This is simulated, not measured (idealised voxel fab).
Herein follows the process module entitled voxel tone inversion.
Cross-section cut spans 260 nm and uses square cells 5 nm in size.
Just so we're on the same page, the cross-sections are grids of square cells, and they're listed out in bands top to bottom, each band one or more rows deep. Per band: top height and bottom height in nm, followed by the left-to-right materials and their widths in nm; "everywhere" marks a single material spanning edge to edge, "empty" marks empty space. Heads up on the height convention: 0 is the point under which the incoming wafer is all one material, and the lowest band has no bottom, it just keeps going down, like "0 nm and below". So if you see something like "30 to 40" for the width, read it as the top row of the band sitting at the first number and the bottom row at the second, with every row in between moving by the same amount as the last. No cell of the cross-section changed in a step that is given as "remains unaltered". Entry "Closed-off voids". Content: empty spaces with no open connection to the top, size 8 cells or greater. Each: width x height at distance. Distance: from left edge. Unit: nm. Read whatever lies past the settings on a step's line as the simulator's own remark about the step. For masked steps, "overlay nm" on the step line gives how far right of plan the mask actually lay; a minus sign means it lay to the left.
**plan**
1. RECEIVE, material Si
2. CONFORMAL_DEP, material SiN, thk nm 10
3. DIRECTIONAL_DEP, material aC, thk nm 25
4. PATTERN, tone cover, mask id POSTS, material resist, width nm 25, pitch nm 50, thk nm 30, overlay nm -15
5. DIRECTIONAL_ETCH, etch materials aC, depth nm 25
6. STRIP, etch materials resist
7. FILL_DEP, material SiO2, thk nm 5
8. CMP, height nm 35
9. STRIP, etch materials aC
Same starting wafers, different overlay nm at step 4. Plan value belongs to the first wafer.
**As-received state after step 1, first of several wafers, cross-section**
> 0 nm and below | Si everywhere
> Closed-off voids: none
**Wafer rows, end of module: cells per material gained (+) or lost (-) since receipt; closed voids last**
overlay nm -15, +104 SiN, +185 SiO2, Closed-off voids: none
overlay nm -10, +104 SiN, +185 SiO2, Closed-off voids: none
overlay nm -5, +104 SiN, +185 SiO2, Closed-off voids: none
overlay nm 0, +104 SiN, +185 SiO2, Closed-off voids: none
overlay nm 5, +104 SiN, +185 SiO2, Closed-off voids: none
overlay nm 10, +104 SiN, +185 SiO2, Closed-off voids: none
overlay nm 15, +104 SiN, +185 SiO2, Closed-off voids: none
